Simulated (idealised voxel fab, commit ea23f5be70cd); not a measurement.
A process module follows: voxel air gaps.
Cross-section cut spans 155 nm and uses square cells 5 nm in size.
Cross-section spec: square-cell grid; bands listed top down; each band is one or more rows. The band entry comprises the height of the band's top followed by the height of its bottom, expressed in nm, and subsequently the band's materials from left to right, each stated together with its width in nm. Where a single material is marked with the word "full width", that material fills the band from edge to edge. The word "empty" represents empty space. The reference from which all heights are counted is 0, the level beneath which the as-received wafer is entirely one material; the lowest band, having no lower bound, proceeds downward and is written after the example "top 0, no bottom". With a width like "30->40", each row of cells in the band differs from the next by the same amount, the top row carrying the first number and the bottom row the second. Basically "remains unaltered" means that step didn't change any cell in the cross-section. Heads up: "Closed void roster" only lists the empty pockets with no open path to the top that are 8 cells or more, and it writes them as width x height at distance, distance from the left edge, in nm. Text after the settings on a step's line: the simulator's own remark on that step. You can add "overlay nm" to a step's line. For a step with a mask, it describes how far the mask lay to the right of its planned position, and a negative number describes a lay to the left.

This section lists the process steps that were planned
1: RECEIVE: material Si
2: CONFORMAL_DEP: material SiO2, thk nm 10
3: CONFORMAL_DEP: material SiCN, thk nm 5
4: DIRECTIONAL_DEP: material lowk, thk nm 30
5: DIRECTIONAL_DEP: material aC, thk nm 10
6: PATTERN: tone open, mask id LINES, material resist, width nm 20, pitch nm 45, thk nm 25, overlay nm 0
7: DIRECTIONAL_ETCH: etch materials aC, depth nm 10
8: STRIP: etch materials resist
9: DIRECTIONAL_ETCH: etch materials lowk, depth nm 30
10: STRIP: etch materials aC
11: CONFORMAL_DEP: material TiN, thk nm 5
12: FILL_DEP: material Cu, thk nm 5
13: CMP: height nm 45
14: EPI: material Ru, thk nm 10
15: SELECTIVE_ETCH: etch materials lowk, depth nm 40
16: CONFORMAL_DEP: material SiCN, thk nm 5

as received, after step 1
	top 0, no bottom: Si full width
	Closed void roster: none

first wafer at the end, as planned
	top 60, bottom 55: empty 5 nm  SiCN 140 nm  empty 10 nm
	top 55, bottom 45: empty 5 nm  SiCN 5 nm  Ru 40 nm  SiCN 5 nm  Ru 40 nm  SiCN 5 nm  Ru 40 nm  SiCN 5 nm  empty 10 nm
	top 45, bottom 40: empty 5 nm  SiCN 15 nm  TiN 5 nm  Cu 10 nm  TiN 5 nm  SiCN 25 nm  TiN 5 nm  Cu 10 nm  TiN 5 nm  SiCN 25 nm  TiN 5 nm  Cu 10 nm  TiN 5 nm  SiCN 15 nm  empty 10 nm
	top 40, bottom 20: empty 15 nm  SiCN 5 nm  TiN 5 nm  Cu 10 nm  TiN 5 nm  SiCN 5 nm  empty 15 nm  SiCN 5 nm  TiN 5 nm  Cu 10 nm  TiN 5 nm  SiCN 5 nm  empty 15 nm  SiCN 5 nm  TiN 5 nm  Cu 10 nm  TiN 5 nm  SiCN 5 nm  empty 20 nm
	top 20, bottom 15: SiCN 20 nm  TiN 20 nm  SiCN 25 nm  TiN 20 nm  SiCN 25 nm  TiN 20 nm  SiCN 25 nm
	top 15, bottom 10: SiCN full width
	top 10, bottom 0: SiO2 full width
	top 0, no bottom: Si full width
	Closed void roster: 15 x 20 at 45; 15 x 20 at 90

Wafer two (of two), end-of-module cross-section: start = wafer one, plan = wafer one, one run mistake
	top 50, bottom 40: SiCN full width
	top 40, bottom 10: lowk full width
	top 10, bottom 0: SiO2 full width
	top 0, no bottom: Si full width
	Closed void roster: none
Error vs. plan: step 3 ran in the slot meant for step 4, and vice versa
Per the end-of-run cell counts, the second wafer holds more or fewer of some materials than the first: -30 Cu | -48 Ru | -64 SiCN | -42 TiN | +186 lowk
closed voids at the end (first wafer, second wafer): 2, 0
